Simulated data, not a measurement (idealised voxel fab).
process module | voxel self aligned vias
cross-section cut | 200 nm wide | cells 5 nm
A cross-section is a grid of square cells, given in bands from the top down. A band is one or more rows of cells.
Each band's line starts with the height of the band's top and of its bottom, in nm. Then come its materials from left to right, each with its width in nm. One material with "throughout" fills the band from edge to edge. "air" is empty space.
Height 0 is the level under which the wafer as received is all one material. The lowest band goes on downwards, as in "0 down".
A width such as "30 to 40" changes by the same amount from each row of cells to the next, from the band's top row to its bottom row.
"no change" after a step means that no cell of the cross-section changed.
closed voids: empty space of 8 cells or more with no open way to the top, each as width x height at its distance from the left edge, in nm
after a step's settings: what the simulator itself notes on the step
overlay nm, on a step with a mask: how far to the right of its planned place the mask lay; to the left if negative
plan
1 op RECEIVE | material Si
2 op CONFORMAL_DEP | material SiO2 | thk nm 10
3 op CONFORMAL_DEP | material SiCN | thk nm 5
4 op DIRECTIONAL_DEP | material SiO2 | thk nm 20
5 op MASKED_ETCH | tone open | mask id LINES | width nm 30 | pitch nm 75 | etch materials SiO2 | depth nm 20 | overlay nm 0
6 op CONFORMAL_DEP | material TiN | thk nm 5
7 op FILL_DEP | material Ru | thk nm 5
8 op CMP | height nm 35
9 op SELECTIVE_ETCH | etch materials W Ru TiN | depth nm 5
10 op FILL_DEP | material SiN | thk nm 5
11 op CMP | height nm 35
12 op DIRECTIONAL_DEP | material SiO2 | thk nm 20
13 op MASKED_ETCH | tone open | mask id VIAS | width nm 50 | pitch nm 75 | etch materials SiO2 | depth nm 20 | overlay nm 0
14 op MASKED_ETCH | tone open | mask id VIAS | width nm 50 | pitch nm 75 | etch materials SiN | depth nm 5 | overlay nm 0
15 op CONFORMAL_DEP | material TiN | thk nm 5
16 op FILL_DEP | material W | thk nm 5
17 op CMP | height nm 55
18 op CONFORMAL_DEP | material SiN | thk nm 5
as received, after step 1
  0 down: Si throughout
  closed voids: none
a wafer at the end: this start, this plan, one mistake
  60 to 55: SiN throughout
  55 to 35: SiO2 35 | TiN 5 | W 40 | TiN 5 | SiO2 25 | TiN 5 | W 40 | TiN 5 | SiO2 40
  35 to 30: SiO2 35 | TiN 50 | SiO2 25 | TiN 50 | SiO2 40
  30 to 20: SiO2 35 to 45 | TiN 15 to 5 | Ru 20 | TiN 15 to 5 | SiO2 25 to 45 | TiN 15 to 5 | Ru 20 | TiN 15 to 5 | SiO2 40 to 50
  20 to 15: SiO2 45 | TiN 30 | SiO2 45 | TiN 30 | SiO2 50
  15 to 10: SiCN throughout
  10 to 0: SiO2 throughout
  0 down: Si throughout
  closed voids: none
what went wrong: step 13 ran as: op MASKED_ETCH | tone open | mask id VIAS | width nm 50 | pitch nm 75 | etch materials SiO2 | depth nm 30 | overlay nm 0
